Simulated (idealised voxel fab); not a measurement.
process module | voxel self aligned vias
cross-section cut | 300 nm wide | cells 5 nm
A cross-section is a grid of square cells, given in bands from the top down. A band is one or more rows of cells.
Each band's line starts with the height of the band's top and of its bottom, in nm. Then come its materials from left to right, each with its width in nm. One material with "throughout" fills the band from edge to edge. "air" is empty space.
Height 0 is the level under which the wafer as received is all one material. The lowest band goes on downwards, as in "0 down".
A width such as "30 to 40" changes by the same amount from each row of cells to the next, from the band's top row to its bottom row.
"no change" after a step means that no cell of the cross-section changed.
closed voids: empty space of 8 cells or more with no open way to the top, each as width x height at its distance from the left edge, in nm
after a step's settings: what the simulator itself notes on the step
overlay nm, on a step with a mask: how far to the right of its planned place the mask lay; to the left if negative
plan
1 op RECEIVE | material Si
2 op CONFORMAL_DEP | material SiO2 | thk nm 10
3 op CONFORMAL_DEP | material SiCN | thk nm 5
4 op DIRECTIONAL_DEP | material lowk | thk nm 30
5 op MASKED_ETCH | tone open | mask id LINES | width nm 20 | pitch nm 70 | etch materials lowk | depth nm 30 | overlay nm 0
6 op CONFORMAL_DEP | material TiN | thk nm 5
7 op FILL_DEP | material Ru | thk nm 10
8 op CMP | height nm 45
9 op SELECTIVE_ETCH | etch materials W Ru TiN | depth nm 10
10 op FILL_DEP | material SiN | thk nm 5
11 op CMP | height nm 45
12 op DIRECTIONAL_DEP | material lowk | thk nm 20
13 op DIRECTIONAL_DEP | material aC | thk nm 15
14 op PATTERN | tone open | mask id VIAS | material resist | width nm 40 | pitch nm 140 | thk nm 30 | overlay nm 0
15 op DIRECTIONAL_ETCH | etch materials aC | depth nm 15
16 op STRIP | etch materials resist
17 op DIRECTIONAL_ETCH | etch materials lowk | depth nm 20
18 op DIRECTIONAL_ETCH | etch materials SiN | depth nm 10
19 op STRIP | etch materials aC
20 op CONFORMAL_DEP | material TiN | thk nm 5
21 op FILL_DEP | material Cu | thk nm 5
22 op CMP | height nm 65
23 op CONFORMAL_DEP | material SiCN | thk nm 5
as received, after step 1
  0 down: Si throughout
  closed voids: none
a wafer at the end: this start, this plan, one mistake
  70 to 65: SiCN throughout
  65 to 50: lowk 60 | TiN 5 | Cu 30 | TiN 5 | lowk 100 | TiN 5 | Cu 30 | TiN 5 | lowk 60
  50 to 45: lowk 60 | TiN 40 | lowk 100 | TiN 40 | lowk 60
  45 to 35: lowk 70 | SiCN 5 | TiN 10 | SiCN 5 | lowk 50 | SiCN 5 | SiN 10 | SiCN 5 | lowk 50 | SiCN 5 | TiN 10 | SiCN 5 | lowk 70
  35 to 20: lowk 70 | SiCN 5 | Ru 10 | SiCN 5 | lowk 50 | SiCN 5 | Ru 10 | SiCN 5 | lowk 50 | SiCN 5 | Ru 10 | SiCN 5 | lowk 70
  20 to 15: lowk 70 | SiCN 20 | lowk 50 | SiCN 20 | lowk 50 | SiCN 20 | lowk 70
  15 to 10: SiCN throughout
  10 to 0: SiO2 throughout
  0 down: Si throughout
  closed voids: none
what went wrong: step 6 ran as: op CONFORMAL_DEP | material SiCN | thk nm 5
